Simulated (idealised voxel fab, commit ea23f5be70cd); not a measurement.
Presented below is a process module, voxel lift off.
The figure presents cross-section cut, which has a width of 215 nm and is divided into square cells with an edge length of 5 nm.
Throughout this document, each cross-section is represented as a grid of square cells and is presented as a sequence of bands enumerated from the top downward, where a band comprises one or more rows of cells. Quick guide to a band line: top height, bottom height (nm) up front; then every material left to right with its width in nm. Only one material and it's marked "edge to edge"? Then it fills the band edge to edge. And "air" just means empty space. Heads up on the height convention: 0 is the point under which the incoming wafer is all one material, and the lowest band has no bottom, it just keeps going down, like "0 and below". The two numbers in a width such as "30..40" mark its ends across the band: the first belongs to the top row of cells, the second to the bottom row, and from each row to the next the width moves by the same amount. What does "no modifications" mean for a step? It means no cell of the cross-section changed in that step. For the entry "Enclosed cavity list", the listed items are empty spaces with no open way to the top whose size is 8 cells or more; each item follows the pattern width x height at distance, where distance is from the left edge and all three are in nm. Heads up: the bit after the settings on a step's line is the simulator's remark on that step. On any step carrying a mask, the "overlay nm" setting, if present on the step's line, tells how far right of its planned place the mask lay; negative values point to the left.

Listed below are the process steps as planned:
- 1: op RECEIVE | material Si
- 2: op CONFORMAL_DEP | material Al2O3 | thk nm 5
- 3: op PATTERN | tone open | mask id LINES | material resist | width nm 15 | pitch nm 45 | thk nm 20 | overlay nm 0
- 4: op DIRECTIONAL_DEP | material Ru | thk nm 10
- 5: op STRIP | etch materials resist
- 6: op CONFORMAL_DEP | material SiCN | thk nm 10

Wafer cross-section on receipt, i.e. after step 1:
    0 and below | Si edge to edge
    Enclosed cavity list: none

Here's the wafer cut in cross-section after the module, started and planned just like above, except one thing was done wrong in the run:
    25 down to 15 | air 45 nm; SiCN 35 nm; air 10 nm; SiCN 35 nm; air 10 nm; SiCN 35 nm; air 45 nm
    15 down to 5 | SiCN 55 nm; Ru 15 nm; SiCN 30 nm; Ru 15 nm; SiCN 30 nm; Ru 15 nm; SiCN 55 nm
    5 down to 0 | SiCN edge to edge
    0 and below | Si edge to edge
    Enclosed cavity list: none
what went wrong: contrary to plan, step 2 was performed as op CONFORMAL_DEP | material SiCN | thk nm 5
